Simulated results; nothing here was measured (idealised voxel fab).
Title: Process Module voxel trench capacitor
Square cell edge 5 nm, section width 290 nm, ID cut.
The cross-sections in this document take the form of a grid made of square cells. They are written out as bands, in order from top to bottom. Each band consists of one or more rows of cells.
This entry defines a band. It first specifies the height of the band's top and the height of its bottom in nm, and then specifies the band's materials from left to right, stating each material with its width in nm. The word "throughout" identifies a single material that fills the band from edge to edge, while the word "empty" identifies empty space.
Height reference: 0 = level under which incoming wafer is all one material. Lowest band: no bottom, runs on downward, e.g. "from 0 down".
Quick explanation for "30 to 40": the width changes in equal steps down the rows of cells, from the first number in the band's top row to the second number in its bottom row.
Key: "no change occurred" - step with no changed cell in the cross-section.
Voids not open to the top, 8 cells minimum: see "Completely enclosed voids". Written width x height at distance; distance is from the left edge; nm.
Heads up: the bit after the settings on a step's line is the simulator's remark on that step.
What "overlay nm" on a step's line means: if the step has a mask, that mask lay this far to the right of its planned place, or, when the value is negative, to the left.
# Listed below are the process steps as planned
step 1: RECEIVE, material Si
step 2: CONFORMAL_DEP, material SiN, thk nm 5
step 3: DIRECTIONAL_DEP, material aC, thk nm 10
step 4: PATTERN, tone open, mask id TRENCH, material resist, width nm 25, pitch nm 50, thk nm 25, overlay nm 0
step 5: DIRECTIONAL_ETCH, etch materials aC, depth nm 10
step 6: STRIP, etch materials resist
step 7: DIRECTIONAL_ETCH, etch materials SiN, depth nm 5
step 8: DIRECTIONAL_ETCH, etch materials Si, depth nm 30
step 9: STRIP, etch materials aC
step 10: CONFORMAL_DEP, material SiO2, thk nm 5
step 11: FILL_DEP, material polySi, thk nm 10
step 12: CMP, height nm 5
# Cross-section of the wafer as it came to us, i.e., already through step 1
from 0 down = Si throughout
Completely enclosed voids: none
# Cross-sectional view of the first of the two wafers upon completion of the module, processed in accordance with the plan
from 5 to 0 = SiN (55), then SiO2 (5), then polySi (15), then SiO2 (5), then SiN (25), then SiO2 (5), then polySi (15), then SiO2 (5), then SiN (25), then SiO2 (5), then polySi (15), then SiO2 (5), then SiN (25), then SiO2 (5), then polySi (15), then SiO2 (5), then SiN (60)
from 0 to -25 = Si (55), then SiO2 (5), then polySi (15), then SiO2 (5), then Si (25), then SiO2 (5), then polySi (15), then SiO2 (5), then Si (25), then SiO2 (5), then polySi (15), then SiO2 (5), then Si (25), then SiO2 (5), then polySi (15), then SiO2 (5), then Si (60)
from -25 to -30 = Si (55), then SiO2 (25), then Si (25), then SiO2 (25), then Si (25), then SiO2 (25), then Si (25), then SiO2 (25), then Si (60)
from -30 down = Si throughout
Completely enclosed voids: none
# Here is the second of the two wafers cut open at the end of the module - same start, same plan as the first one, but we made one mistake running it
from 5 to 0 = SiN (55), then SiO2 (5), then polySi (15), then SiO2 (5), then SiN (25), then SiO2 (5), then polySi (15), then SiO2 (5), then SiN (25), then SiO2 (5), then polySi (15), then SiO2 (5), then SiN (25), then SiO2 (5), then polySi (15), then SiO2 (5), then SiN (60)
from 0 to -55 = Si (55), then SiO2 (5), then polySi (15), then SiO2 (5), then Si (25), then SiO2 (5), then polySi (15), then SiO2 (5), then Si (25), then SiO2 (5), then polySi (15), then SiO2 (5), then Si (25), then SiO2 (5), then polySi (15), then SiO2 (5), then Si (60)
from -55 to -60 = Si (55), then SiO2 (25), then Si (25), then SiO2 (25), then Si (25), then SiO2 (25), then Si (25), then SiO2 (25), then Si (60)
from -60 down = Si throughout
Completely enclosed voids: none
Want to know what went wrong? it should be noted that step 8 of the plan was executed twice
Count the cells at the end and the second wafer has more or fewer of some materials than the first: Si: 120 fewer, SiO2: 48 more, polySi: 72 more
